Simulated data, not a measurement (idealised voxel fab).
The document below concerns the process module designated voxel ribs on slabs.
Cross-section cut: width 285 nm, square cells of 5 nm.
Cross-section layout: square cells on a grid; listed as bands, top to bottom; a band spans one or more cell rows.
It is stipulated that each band's entry specify, in nanometres, the height of the top of the band and then that of its bottom, followed by the materials of the band in left-to-right sequence, each together with its width in nanometres. A single material marked by the word "edge to edge" is understood to fill the band from edge to edge; the word "empty" is understood to denote empty space.
The reference from which all heights are counted is 0, the level beneath which the as-received wafer is entirely one material; the lowest band, having no lower bound, proceeds downward and is written after the example "top 0, no bottom".
Per-row width for "30->40": begins at first number (top row of band), ends at second number (bottom row), increment between rows held constant.
Basically "identical to before" means that step didn't change any cell in the cross-section.
Entry "Closed-off voids" = empty spaces >= 8 cells with no open way to the top; each as width x height at distance, distance from left edge, all nm.
Text after the settings on a step's line: the simulator's own remark on that step.
overlay nm: mask offset rightward from planned place, masked step; negative means leftward offset.
The steps planned for the process are as follows
step 1: op RECEIVE | material Si
step 2: op DIRECTIONAL_DEP | material SiO2 | thk nm 20
step 3: op DIRECTIONAL_DEP | material polySi | thk nm 25
step 4: op PATTERN | tone cover | mask id RIB | material resist | width nm 30 | thk nm 20 | overlay nm 0
step 5: op DIRECTIONAL_ETCH | etch materials polySi | depth nm 5
step 6: op STRIP | etch materials resist
step 7: op PATTERN | tone cover | mask id SLAB | material resist | width nm 60 | thk nm 15 | overlay nm 0
step 8: op DIRECTIONAL_ETCH | etch materials polySi | depth nm 20
step 9: op STRIP | etch materials resist
step 10: op FILL_DEP | material SiO2 | thk nm 30
step 11: op CMP | height nm 65
step 12: op DIRECTIONAL_DEP | material W | thk nm 10
step 13: op PATTERN | tone cover | mask id HEATER | material resist | width nm 40 | thk nm 15 | overlay nm -15
step 14: op DIRECTIONAL_ETCH | etch materials W | depth nm 10
step 15: op STRIP | etch materials resist
step 16: op CONFORMAL_DEP | material SiN | thk nm 5
It is noted that the wafers described herein are identical at the outset and are distinguished by the overlay nm of step 13; the value stated in the plan corresponds to the first wafer.
Received wafers, first of several: cross-section after step 1
- top 0, no bottom = Si edge to edge
- Closed-off voids: none
Per wafer (row), end of module: delta in cells per material since receipt, (+) for gained, (-) for lost; closed voids after that
overlay nm -15 | +61 SiN | +687 SiO2 | +16 W | +54 polySi | Closed-off voids: none
overlay nm -10 | +61 SiN | +687 SiO2 | +16 W | +54 polySi | Closed-off voids: none
overlay nm -5 | +61 SiN | +687 SiO2 | +16 W | +54 polySi | Closed-off voids: none
overlay nm 0 | +61 SiN | +687 SiO2 | +16 W | +54 polySi | Closed-off voids: none
overlay nm 5 | +61 SiN | +687 SiO2 | +16 W | +54 polySi | Closed-off voids: none
overlay nm 10 | +61 SiN | +687 SiO2 | +16 W | +54 polySi | Closed-off voids: none
overlay nm 15 | +61 SiN | +687 SiO2 | +16 W | +54 polySi | Closed-off voids: none
